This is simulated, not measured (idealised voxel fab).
You're looking at the process module voxel capacitor over wiring.
Square cell edge 5 nm, section width 175 nm, ID cut.
The cross-sections in this document take the form of a grid made of square cells. They are written out as bands, in order from top to bottom. Each band consists of one or more rows of cells. The band entry comprises the height of the band's top followed by the height of its bottom, expressed in nm, and subsequently the band's materials from left to right, each stated together with its width in nm. Where a single material is marked with the word "edge to edge", that material fills the band from edge to edge. The word "blank" represents empty space. The reference from which all heights are counted is 0, the level beneath which the as-received wafer is entirely one material; the lowest band, having no lower bound, proceeds downward and is written after the example "0..down". Width "30->40": first value at the band's top row of cells, second value at its bottom row, equal change from row to row. "identical to before" (step): cross-section cells unchanged, all of them. Look at "Trapped void list" for the closed voids: empty spaces with no open path to the top, sized 8 cells or up. Each is width x height at distance, distance from the left edge, all nm. Whatever follows a step's settings on its line is a remark the simulator itself makes about that step. overlay nm: for a step with a mask, the amount by which the mask lay right of where it was planned; a negative amount means left of it.

Steps planned for the process:
1,RECEIVE (material Si)
2,CONFORMAL_DEP (material SiO2; thk nm 10)
3,DIRECTIONAL_DEP (material TiN; thk nm 5)
4,DIRECTIONAL_DEP (material Ru; thk nm 20)
5,DIRECTIONAL_DEP (material aC; thk nm 15)
6,PATTERN (tone cover; mask id METAL_1; material resist; width nm 25; pitch nm 75; thk nm 30; overlay nm 0)
7,DIRECTIONAL_ETCH (etch materials aC; depth nm 15)
8,STRIP (etch materials resist)
9,DIRECTIONAL_ETCH (etch materials Ru; depth nm 20)
10,DIRECTIONAL_ETCH (etch materials TiN; depth nm 5)
11,STRIP (etch materials aC)
12,FILL_DEP (material lowk; thk nm 10)
13,CMP (height nm 35)
14,CONFORMAL_DEP (material SiCN; thk nm 5)
15,DIRECTIONAL_DEP (material SiO2; thk nm 20)
16,DIRECTIONAL_DEP (material aC; thk nm 10)
17,PATTERN (tone open; mask id PLUG_1; material resist; width nm 15; thk nm 25; overlay nm 0)
18,DIRECTIONAL_ETCH (etch materials aC; depth nm 10)
19,STRIP (etch materials resist)
20,DIRECTIONAL_ETCH (etch materials SiO2; depth nm 20)
21,DIRECTIONAL_ETCH (etch materials SiCN; depth nm 5)
22,STRIP (etch materials aC)
23,EPI (material Ru; thk nm 10)
24,EPI (material Ru; thk nm 10)
25,EPI (material Ru; thk nm 5)
26,DIRECTIONAL_DEP (material TiN; thk nm 10)
27,DIRECTIONAL_DEP (material SiN; thk nm 5)
28,DIRECTIONAL_DEP (material TiN; thk nm 5)
29,PATTERN (tone cover; mask id UPPER_PLATE; material resist; width nm 55; thk nm 15; overlay nm 0)
30,DIRECTIONAL_ETCH (etch materials TiN; depth nm 5)
31,DIRECTIONAL_ETCH (etch materials SiN; depth nm 5)
32,STRIP (etch materials resist)
33,MASKED_ETCH (tone cover; mask id LOWER_PLATE; width nm 65; etch materials TiN; depth nm 10; overlay nm 0)
34,FILL_DEP (material SiO2; thk nm 20)
35,CMP (height nm 95)
36,DIRECTIONAL_DEP (material aC; thk nm 10)
37,PATTERN (tone open; mask id PLUG_2; material resist; width nm 15; thk nm 30; overlay nm 0)
38,DIRECTIONAL_ETCH (etch materials aC; depth nm 10)
39,STRIP (etch materials resist)
40,DIRECTIONAL_ETCH (etch materials SiO2; depth nm 15)
41,STRIP (etch materials aC)
42,CONFORMAL_DEP (material TiN; thk nm 5)
43,FILL_DEP (material Cu; thk nm 5)
44,CMP (height nm 95)
45,CONFORMAL_DEP (material SiN; thk nm 5)

The first of the two wafers, which ran as planned:

Wafer cross-section on receipt, i.e. after step 1:
	0..down = Si edge to edge
	Trapped void list: none

Once step 2 is through, the wafer looks like this in cross-section:
	10..0 = SiO2 edge to edge
	Heights below 0 show no change.

Once step 3 is through, the wafer looks like this in cross-section:
	15..10 = TiN edge to edge
	Heights below 10 show no change.

Once step 4 is through, the wafer looks like this in cross-section:
	35..15 = Ru edge to edge
	Heights below 15 show no change.

Once step 5 is through, the wafer looks like this in cross-section:
	50..35 = aC edge to edge
	Heights below 35 show no change.

Once step 6 is through, the wafer looks like this in cross-section:
	80..50 = 35 nm blank, 25 nm resist, 50 nm blank, 25 nm resist, 40 nm blank
	Heights below 50 show no change.

Once step 7 is through, the wafer looks like this in cross-section:
	65..50 = 35 nm blank, 25 nm resist, 50 nm blank, 25 nm resist, 40 nm blank
	50..35 = 35 nm blank, 25 nm aC, 50 nm blank, 25 nm aC, 40 nm blank
	Heights below 35 show no change.

Once step 8 is through, the wafer looks like this in cross-section:
	50..35 = 35 nm blank, 25 nm aC, 50 nm blank, 25 nm aC, 40 nm blank
	Heights below 35 show no change.

Once step 9 is through, the wafer looks like this in cross-section:
	50..35 = 35 nm blank, 25 nm aC, 50 nm blank, 25 nm aC, 40 nm blank
	35..15 = 35 nm blank, 25 nm Ru, 50 nm blank, 25 nm Ru, 40 nm blank
	Heights below 15 show no change.

Once step 10 is through, the wafer looks like this in cross-section:
	50..35 = 35 nm blank, 25 nm aC, 50 nm blank, 25 nm aC, 40 nm blank
	35..15 = 35 nm blank, 25 nm Ru, 50 nm blank, 25 nm Ru, 40 nm blank
	15..10 = 35 nm blank, 25 nm TiN, 50 nm blank, 25 nm TiN, 40 nm blank
	Heights below 10 show no change.

Once step 11 is through, the wafer looks like this in cross-section:
	35..15 = 35 nm blank, 25 nm Ru, 50 nm blank, 25 nm Ru, 40 nm blank
	Heights below 15 show no change.

Once step 12 is through, the wafer looks like this in cross-section:
	45..35 = lowk edge to edge
	35..15 = 35 nm lowk, 25 nm Ru, 50 nm lowk, 25 nm Ru, 40 nm lowk
	15..10 = 35 nm lowk, 25 nm TiN, 50 nm lowk, 25 nm TiN, 40 nm lowk
	Heights below 10 show no change.

Once step 13 is through, the wafer looks like this in cross-section:
	35..15 = 35 nm lowk, 25 nm Ru, 50 nm lowk, 25 nm Ru, 40 nm lowk
	Heights below 15 show no change.

Once step 14 is through, the wafer looks like this in cross-section:
	40..35 = SiCN edge to edge
	Heights below 35 show no change.

Once step 15 is through, the wafer looks like this in cross-section:
	60..40 = SiO2 edge to edge
	Heights below 40 show no change.

Once step 16 is through, the wafer looks like this in cross-section:
	70..60 = aC edge to edge
	Heights below 60 show no change.

Once step 17 is through, the wafer looks like this in cross-section:
	95..70 = 45 nm resist, 15 nm blank, 115 nm resist
	Heights below 70 show no change.

Once step 18 is through, the wafer looks like this in cross-section:
	85..70 = 45 nm resist, 15 nm blank, 115 nm resist
	70..60 = 45 nm aC, 15 nm blank, 115 nm aC
	Heights below 60 show no change.

Once step 19 is through, the wafer looks like this in cross-section:
	70..60 = 45 nm aC, 15 nm blank, 115 nm aC
	Heights below 60 show no change.

Once step 20 is through, the wafer looks like this in cross-section:
	70..60 = 45 nm aC, 15 nm blank, 115 nm aC
	60..40 = 45 nm SiO2, 15 nm blank, 115 nm SiO2
	Heights below 40 show no change.

Once step 21 is through, the wafer looks like this in cross-section:
	70..60 = 45 nm aC, 15 nm blank, 115 nm aC
	60..40 = 45 nm SiO2, 15 nm blank, 115 nm SiO2
	40..35 = 45 nm SiCN, 15 nm blank, 115 nm SiCN
	Heights below 35 show no change.

Once step 22 is through, the wafer looks like this in cross-section:
	60..40 = 45 nm SiO2, 15 nm blank, 115 nm SiO2
	Heights below 40 show no change.

Once step 23 is through, the wafer looks like this in cross-section:
	60..45 = 45 nm SiO2, 15 nm blank, 115 nm SiO2
	45..40 = 45 nm SiO2, 15 nm Ru, 115 nm SiO2
	40..35 = 45 nm SiCN, 15 nm Ru, 115 nm SiCN
	Heights below 35 show no change.

Once step 24 is through, the wafer looks like this in cross-section:
	60..55 = 45 nm SiO2, 15 nm blank, 115 nm SiO2
	55..40 = 45 nm SiO2, 15 nm Ru, 115 nm SiO2
	Heights below 40 show no change.

Once step 25 is through, the wafer looks like this in cross-section:
	60..40 = 45 nm SiO2, 15 nm Ru, 115 nm SiO2
	Heights below 40 show no change.

Once step 26 is through, the wafer looks like this in cross-section:
	70..60 = TiN edge to edge
	Heights below 60 show no change.

Once step 27 is through, the wafer looks like this in cross-section:
	75..70 = SiN edge to edge
	Heights below 70 show no change.

Once step 28 is through, the wafer looks like this in cross-section:
	80..75 = TiN edge to edge
	Heights below 75 show no change.

Once step 29 is through, the wafer looks like this in cross-section:
	95..80 = 45 nm blank, 55 nm resist, 75 nm blank
	Heights below 80 show no change.

Once step 30 is through, the wafer looks like this in cross-section:
	95..80 = 45 nm blank, 55 nm resist, 75 nm blank
	80..75 = 45 nm blank, 55 nm TiN, 75 nm blank
	Heights below 75 show no change.

Once step 31 is through, the wafer looks like this in cross-section:
	95..80 = 45 nm blank, 55 nm resist, 75 nm blank
	80..75 = 45 nm blank, 55 nm TiN, 75 nm blank
	75..70 = 45 nm blank, 55 nm SiN, 75 nm blank
	Heights below 70 show no change.

Once step 32 is through, the wafer looks like this in cross-section:
	80..75 = 45 nm blank, 55 nm TiN, 75 nm blank
	Heights below 75 show no change.

Once step 33 is through, the wafer looks like this in cross-section:
	80..75 = 45 nm blank, 55 nm TiN, 75 nm blank
	75..70 = 45 nm blank, 55 nm SiN, 75 nm blank
	70..60 = 40 nm blank, 65 nm TiN, 70 nm blank
	Heights below 60 show no change.

Once step 34 is through, the wafer looks like this in cross-section:
	100..80 = SiO2 edge to edge
	80..75 = 45 nm SiO2, 55 nm TiN, 75 nm SiO2
	75..70 = 45 nm SiO2, 55 nm SiN, 75 nm SiO2
	70..60 = 40 nm SiO2, 65 nm TiN, 70 nm SiO2
	Heights below 60 show no change.

Once step 35 is through, the wafer looks like this in cross-section:
	95..80 = SiO2 edge to edge
	Heights below 80 show no change.

Once step 36 is through, the wafer looks like this in cross-section:
	105..95 = aC edge to edge
	Heights below 95 show no change.

Once step 37 is through, the wafer looks like this in cross-section:
	135..105 = 55 nm resist, 15 nm blank, 105 nm resist
	Heights below 105 show no change.

Once step 38 is through, the wafer looks like this in cross-section:
	125..105 = 55 nm resist, 15 nm blank, 105 nm resist
	105..95 = 55 nm aC, 15 nm blank, 105 nm aC
	Heights below 95 show no change.

Once step 39 is through, the wafer looks like this in cross-section:
	105..95 = 55 nm aC, 15 nm blank, 105 nm aC
	Heights below 95 show no change.

Once step 40 is through, the wafer looks like this in cross-section:
	105..95 = 55 nm aC, 15 nm blank, 105 nm aC
	95..80 = 55 nm SiO2, 15 nm blank, 105 nm SiO2
	Heights below 80 show no change.

Once step 41 is through, the wafer looks like this in cross-section:
	95..80 = 55 nm SiO2, 15 nm blank, 105 nm SiO2
	Heights below 80 show no change.

Once step 42 is through, the wafer looks like this in cross-section:
	100..95 = 60 nm TiN, 5 nm blank, 110 nm TiN
	95..85 = 55 nm SiO2, 5 nm TiN, 5 nm blank, 5 nm TiN, 105 nm SiO2
	85..75 = 55->45 nm SiO2, 15->55 nm TiN, 105->75 nm SiO2
	Heights below 75 show no change.

Once step 43 is through, the wafer looks like this in cross-section:
	105..100 = Cu edge to edge
	100..95 = 60 nm TiN, 5 nm Cu, 110 nm TiN
	95..85 = 55 nm SiO2, 5 nm TiN, 5 nm Cu, 5 nm TiN, 105 nm SiO2
	Heights below 85 show no change.

Once step 44 is through, the wafer looks like this in cross-section:
	95..85 = 55 nm SiO2, 5 nm TiN, 5 nm Cu, 5 nm TiN, 105 nm SiO2
	Heights below 85 show no change.

Once step 45 is through, the wafer looks like this in cross-section:
	100..95 = SiN edge to edge
	Heights below 95 show no change.

For the second wafer, take the first wafer's start and plan, then add one mistake made in running it; everything through step 5, that step included, is shared with the first:

X-section, second wafer, when step 6 was due to finish:
	80..50 = 35 nm blank, 30 nm resist, 45 nm blank, 30 nm resist, 35 nm blank
	Heights below 50 show no change.

X-section, second wafer, when step 7 was due to finish:
	65..50 = 35 nm blank, 30 nm resist, 45 nm blank, 30 nm resist, 35 nm blank
	50..35 = 35 nm blank, 30 nm aC, 45 nm blank, 30 nm aC, 35 nm blank
	Heights below 35 show no change.

X-section, second wafer, when step 8 was due to finish:
	50..35 = 35 nm blank, 30 nm aC, 45 nm blank, 30 nm aC, 35 nm blank
	Heights below 35 show no change.

X-section, second wafer, when step 9 was due to finish:
	50..35 = 35 nm blank, 30 nm aC, 45 nm blank, 30 nm aC, 35 nm blank
	35..15 = 35 nm blank, 30 nm Ru, 45 nm blank, 30 nm Ru, 35 nm blank
	Heights below 15 show no change.

X-section, second wafer, when step 10 was due to finish:
	50..35 = 35 nm blank, 30 nm aC, 45 nm blank, 30 nm aC, 35 nm blank
	35..15 = 35 nm blank, 30 nm Ru, 45 nm blank, 30 nm Ru, 35 nm blank
	15..10 = 35 nm blank, 30 nm TiN, 45 nm blank, 30 nm TiN, 35 nm blank
	Heights below 10 show no change.

X-section, second wafer, when step 11 was due to finish:
	35..15 = 35 nm blank, 30 nm Ru, 45 nm blank, 30 nm Ru, 35 nm blank
	Heights below 15 show no change.

X-section, second wafer, when step 12 was due to finish:
	45..35 = lowk edge to edge
	35..15 = 35 nm lowk, 30 nm Ru, 45 nm lowk, 30 nm Ru, 35 nm lowk
	15..10 = 35 nm lowk, 30 nm TiN, 45 nm lowk, 30 nm TiN, 35 nm lowk
	Heights below 10 show no change.

X-section, second wafer, when step 13 was due to finish:
	35..15 = 35 nm lowk, 30 nm Ru, 45 nm lowk, 30 nm Ru, 35 nm lowk
	Heights below 15 show no change.

X-section, second wafer, when step 14 was due to finish:
	40..35 = SiCN edge to edge
	Heights below 35 show no change.

X-section, second wafer, when step 15 was due to finish:
	60..40 = SiO2 edge to edge
	Heights below 40 show no change.

X-section, second wafer, when step 16 was due to finish:
	70..60 = aC edge to edge
	Heights below 60 show no change.

X-section, second wafer, when step 17 was due to finish:
	95..70 = 45 nm resist, 15 nm blank, 115 nm resist
	Heights below 70 show no change.

X-section, second wafer, when step 18 was due to finish:
	85..70 = 45 nm resist, 15 nm blank, 115 nm resist
	70..60 = 45 nm aC, 15 nm blank, 115 nm aC
	Heights below 60 show no change.

X-section, second wafer, when step 19 was due to finish:
	70..60 = 45 nm aC, 15 nm blank, 115 nm aC
	Heights below 60 show no change.

X-section, second wafer, when step 20 was due to finish:
	70..60 = 45 nm aC, 15 nm blank, 115 nm aC
	60..40 = 45 nm SiO2, 15 nm blank, 115 nm SiO2
	Heights below 40 show no change.

X-section, second wafer, when step 21 was due to finish:
	70..60 = 45 nm aC, 15 nm blank, 115 nm aC
	60..40 = 45 nm SiO2, 15 nm blank, 115 nm SiO2
	40..35 = 45 nm SiCN, 15 nm blank, 115 nm SiCN
	Heights below 35 show no change.

X-section, second wafer, when step 22 was due to finish:
	60..40 = 45 nm SiO2, 15 nm blank, 115 nm SiO2
	Heights below 40 show no change.

X-section, second wafer, when step 23 was due to finish:
	60..45 = 45 nm SiO2, 15 nm blank, 115 nm SiO2
	45..40 = 45 nm SiO2, 15 nm Ru, 115 nm SiO2
	40..35 = 45 nm SiCN, 15 nm Ru, 115 nm SiCN
	Heights below 35 show no change.

X-section, second wafer, when step 24 was due to finish:
	60..55 = 45 nm SiO2, 15 nm blank, 115 nm SiO2
	55..40 = 45 nm SiO2, 15 nm Ru, 115 nm SiO2
	Heights below 40 show no change.

X-section, second wafer, when step 25 was due to finish:
	60..40 = 45 nm SiO2, 15 nm Ru, 115 nm SiO2
	Heights below 40 show no change.

X-section, second wafer, when step 26 was due to finish:
	70..60 = TiN edge to edge
	Heights below 60 show no change.

X-section, second wafer, when step 27 was due to finish:
	75..70 = SiN edge to edge
	Heights below 70 show no change.

X-section, second wafer, when step 28 was due to finish:
	80..75 = TiN edge to edge
	Heights below 75 show no change.

X-section, second wafer, when step 29 was due to finish:
	95..80 = 45 nm blank, 55 nm resist, 75 nm blank
	Heights below 80 show no change.

X-section, second wafer, when step 30 was due to finish:
	95..80 = 45 nm blank, 55 nm resist, 75 nm blank
	80..75 = 45 nm blank, 55 nm TiN, 75 nm blank
	Heights below 75 show no change.

X-section, second wafer, when step 31 was due to finish:
	95..80 = 45 nm blank, 55 nm resist, 75 nm blank
	80..75 = 45 nm blank, 55 nm TiN, 75 nm blank
	75..70 = 45 nm blank, 55 nm SiN, 75 nm blank
	Heights below 70 show no change.

X-section, second wafer, when step 32 was due to finish:
	80..75 = 45 nm blank, 55 nm TiN, 75 nm blank
	Heights below 75 show no change.

X-section, second wafer, when step 33 was due to finish:
	80..75 = 45 nm blank, 55 nm TiN, 75 nm blank
	75..70 = 45 nm blank, 55 nm SiN, 75 nm blank
	70..60 = 40 nm blank, 65 nm TiN, 70 nm blank
	Heights below 60 show no change.

X-section, second wafer, when step 34 was due to finish:
	100..80 = SiO2 edge to edge
	80..75 = 45 nm SiO2, 55 nm TiN, 75 nm SiO2
	75..70 = 45 nm SiO2, 55 nm SiN, 75 nm SiO2
	70..60 = 40 nm SiO2, 65 nm TiN, 70 nm SiO2
	Heights below 60 show no change.

X-section, second wafer, when step 35 was due to finish:
	95..80 = SiO2 edge to edge
	Heights below 80 show no change.

X-section, second wafer, when step 36 was due to finish:
	105..95 = aC edge to edge
	Heights below 95 show no change.

X-section, second wafer, when step 37 was due to finish:
	135..105 = 55 nm resist, 15 nm blank, 105 nm resist
	Heights below 105 show no change.

X-section, second wafer, when step 38 was due to finish:
	125..105 = 55 nm resist, 15 nm blank, 105 nm resist
	105..95 = 55 nm aC, 15 nm blank, 105 nm aC
	Heights below 95 show no change.

X-section, second wafer, when step 39 was due to finish:
	105..95 = 55 nm aC, 15 nm blank, 105 nm aC
	Heights below 95 show no change.

X-section, second wafer, when step 40 was due to finish:
	105..95 = 55 nm aC, 15 nm blank, 105 nm aC
	95..80 = 55 nm SiO2, 15 nm blank, 105 nm SiO2
	Heights below 80 show no change.

X-section, second wafer, when step 41 was due to finish:
	95..80 = 55 nm SiO2, 15 nm blank, 105 nm SiO2
	Heights below 80 show no change.

X-section, second wafer, when step 42 was due to finish:
	100..95 = 60 nm TiN, 5 nm blank, 110 nm TiN
	95..85 = 55 nm SiO2, 5 nm TiN, 5 nm blank, 5 nm TiN, 105 nm SiO2
	85..75 = 55->45 nm SiO2, 15->55 nm TiN, 105->75 nm SiO2
	Heights below 75 show no change.

X-section, second wafer, when step 43 was due to finish:
	105..100 = Cu edge to edge
	100..95 = 60 nm TiN, 5 nm Cu, 110 nm TiN
	95..85 = 55 nm SiO2, 5 nm TiN, 5 nm Cu, 5 nm TiN, 105 nm SiO2
	Heights below 85 show no change.

X-section, second wafer, when step 44 was due to finish:
	95..85 = 55 nm SiO2, 5 nm TiN, 5 nm Cu, 5 nm TiN, 105 nm SiO2
	Heights below 85 show no change.

X-section, second wafer, when step 45 was due to finish:
	100..95 = SiN edge to edge
	Heights below 95 show no change.
Diagnosis: step 6 did not use the planned setting and instead ran as PATTERN (tone cover; mask id METAL_1; material resist; width nm 30; pitch nm 75; thk nm 30; overlay nm 0)
The final cell counts differ between the wafers, with the second having more or fewer of some materials than the first: Ru +8, TiN +2, lowk -10
